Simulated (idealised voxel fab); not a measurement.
process module | voxel ribs on slabs
cross-section cut | 275 nm wide | cells 5 nm
A cross-section is a grid of square cells, given in bands from the top down. A band is one or more rows of cells.
Each band's line starts with the height of the band's top and of its bottom, in nm. Then come its materials from left to right, each with its width in nm. One material with "throughout" fills the band from edge to edge. "air" is empty space.
Height 0 is the level under which the wafer as received is all one material. The lowest band goes on downwards, as in "0 down".
A width such as "30 to 40" changes by the same amount from each row of cells to the next, from the band's top row to its bottom row.
"no change" after a step means that no cell of the cross-section changed.
closed voids: empty space of 8 cells or more with no open way to the top, each as width x height at its distance from the left edge, in nm
after a step's settings: what the simulator itself notes on the step
overlay nm, on a step with a mask: how far to the right of its planned place the mask lay; to the left if negative
plan
1 op RECEIVE | material Si
2 op DIRECTIONAL_DEP | material SiO2 | thk nm 30
3 op DIRECTIONAL_DEP | material polySi | thk nm 25
4 op MASKED_ETCH | tone cover | mask id RIB | width nm 15 | etch materials polySi | depth nm 15 | overlay nm 0
5 op PATTERN | tone cover | mask id SLAB | material resist | width nm 75 | thk nm 15 | overlay nm 0
6 op DIRECTIONAL_ETCH | etch materials polySi | depth nm 10
7 op STRIP | etch materials resist
8 op FILL_DEP | material SiO2 | thk nm 25
9 op CMP | height nm 75
10 op DIRECTIONAL_DEP | material W | thk nm 5
11 op DIRECTIONAL_DEP | material aC | thk nm 15
12 op PATTERN | tone cover | mask id HEATER | material resist | width nm 25 | thk nm 30 | overlay nm 0
13 op DIRECTIONAL_ETCH | etch materials aC | depth nm 15
14 op STRIP | etch materials resist
15 op DIRECTIONAL_ETCH | etch materials W | depth nm 5
16 op STRIP | etch materials aC
17 op CONFORMAL_DEP | material SiO2 | thk nm 10
first wafer, as planned
as received, after step 1
  0 down: Si throughout
  closed voids: none
after step 2
  30 to 0: SiO2 throughout
  below 0: unchanged
after step 3
  55 to 30: polySi throughout
  below 30: unchanged
after step 4
  55 to 40: air 130 | polySi 15 | air 130
  below 40: unchanged
after step 5
  70 to 55: air 100 | resist 75 | air 100
  55 to 40: air 100 | resist 30 | polySi 15 | resist 30 | air 100
  below 40: unchanged
after step 6
  70 to 55: air 100 | resist 75 | air 100
  55 to 40: air 100 | resist 30 | polySi 15 | resist 30 | air 100
  40 to 30: air 100 | polySi 75 | air 100
  below 30: unchanged
after step 7
  55 to 40: air 130 | polySi 15 | air 130
  below 40: unchanged
after step 8
  80 to 55: SiO2 throughout
  55 to 40: SiO2 130 | polySi 15 | SiO2 130
  40 to 30: SiO2 100 | polySi 75 | SiO2 100
  below 30: unchanged
after step 9
  75 to 55: SiO2 throughout
  below 55: unchanged
after step 10
  80 to 75: W throughout
  below 75: unchanged
after step 11
  95 to 80: aC throughout
  below 80: unchanged
after step 12
  125 to 95: air 125 | resist 25 | air 125
  below 95: unchanged
after step 13
  110 to 95: air 125 | resist 25 | air 125
  95 to 80: air 125 | aC 25 | air 125
  below 80: unchanged
after step 14
  95 to 80: air 125 | aC 25 | air 125
  below 80: unchanged
after step 15
  95 to 80: air 125 | aC 25 | air 125
  80 to 75: air 125 | W 25 | air 125
  below 75: unchanged
after step 16
  80 to 75: air 125 | W 25 | air 125
  below 75: unchanged
after step 17
  90 to 85: air 115 | SiO2 45 | air 115
  85 to 80: SiO2 throughout
  80 to 75: SiO2 125 | W 25 | SiO2 125
  below 75: unchanged
second wafer: like start, like plan, one mistake. Through step 16 it matches the first wafer
when step 17 should have ended: no change
what went wrong: step 17 was left out
at the end the second wafer has, in cells: 114 fewer of SiO2
